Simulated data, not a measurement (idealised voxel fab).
process module | voxel self aligned contacts
cross-section cut | 160 nm wide | cells 5 nm
A cross-section is a grid of square cells, given in bands from the top down. A band is one or more rows of cells.
Each band's line starts with the height of the band's top and of its bottom, in nm. Then come its materials from left to right, each with its width in nm. One material with "throughout" fills the band from edge to edge. "air" is empty space.
Height 0 is the level under which the wafer as received is all one material. The lowest band goes on downwards, as in "0 down".
A width such as "30 to 40" changes by the same amount from each row of cells to the next, from the band's top row to its bottom row.
"no change" after a step means that no cell of the cross-section changed.
closed voids: empty space of 8 cells or more with no open way to the top, each as width x height at its distance from the left edge, in nm
after a step's settings: what the simulator itself notes on the step
overlay nm, on a step with a mask: how far to the right of its planned place the mask lay; to the left if negative
plan
1 op RECEIVE | material Si
2 op CONFORMAL_DEP | material SiO2 | thk nm 5
3 op DIRECTIONAL_DEP | material polySi | thk nm 30
4 op DIRECTIONAL_DEP | material SiN | thk nm 20
5 op MASKED_ETCH | tone cover | mask id GATE | width nm 30 | pitch nm 60 | etch materials SiN | depth nm 20 | overlay nm 0
6 op MASKED_ETCH | tone cover | mask id GATE | width nm 30 | pitch nm 60 | etch materials polySi | depth nm 30 | overlay nm 0
7 op CONFORMAL_DEP | material SiN | thk nm 5
8 op DIRECTIONAL_ETCH | etch materials SiN | depth nm 5
9 op FILL_DEP | material SiO2 | thk nm 20
10 op CMP | height nm 65
11 op DIRECTIONAL_DEP | material aC | thk nm 5
12 op PATTERN | tone open | mask id CONTACT | material resist | width nm 40 | thk nm 25 | overlay nm 0
13 op DIRECTIONAL_ETCH | etch materials aC | depth nm 10
14 op STRIP | etch materials resist
15 op DIRECTIONAL_ETCH | etch materials SiO2 | depth nm 65
16 op STRIP | etch materials aC
17 op CONFORMAL_DEP | material TiN | thk nm 5
18 op FILL_DEP | material Ru | thk nm 5
19 op CMP | height nm 65
20 op CONFORMAL_DEP | material SiCN | thk nm 5
varied across the wafers: thk nm of step 11. The plan shows the first wafer's value. All wafers start alike
first wafer as received, after step 1
  0 down: Si throughout
  closed voids: none
first wafer at the end, after step 20
  70 to 65: SiCN throughout
  65 to 55: SiO2 60 | TiN 5 to 15 | Ru 30 to 10 | TiN 5 to 15 | SiO2 60
  55 to 35: SiO2 30 | SiN 40 | TiN 5 | Ru 10 | TiN 5 | SiN 40 | SiO2 30
  35 to 5: SiO2 30 | SiN 5 | polySi 30 | SiN 5 | TiN 5 | Ru 10 | TiN 5 | SiN 5 | polySi 30 | SiN 5 | SiO2 30
  5 to 0: SiO2 70 | TiN 20 | SiO2 70
  0 down: Si throughout
  closed voids: none
last wafer at the end
  70 to 65: SiCN throughout
  65 to 55: SiO2 throughout
  55 to 35: SiO2 30 | SiN 40 | SiO2 20 | SiN 40 | SiO2 30
  35 to 5: SiO2 30 | SiN 5 | polySi 30 | SiN 5 | SiO2 20 | SiN 5 | polySi 30 | SiN 5 | SiO2 30
  5 to 0: SiO2 throughout
  0 down: Si throughout
  closed voids: none
each wafer at the end: cells of each material gained (+) or lost (-) since it was received, then its closed voids
thk nm 5 | +28 Ru | +32 SiCN | +88 SiN | +196 SiO2 | +32 TiN | +72 polySi | closed voids: none
thk nm 10 | +28 Ru | +32 SiCN | +88 SiN | +196 SiO2 | +32 TiN | +72 polySi | closed voids: none
thk nm 15 | +32 SiCN | +88 SiN | +256 SiO2 | +72 polySi | closed voids: none
thk nm 20 | +32 SiCN | +88 SiN | +256 SiO2 | +72 polySi | closed voids: none
thk nm 25 | +32 SiCN | +88 SiN | +256 SiO2 | +72 polySi | closed voids: none
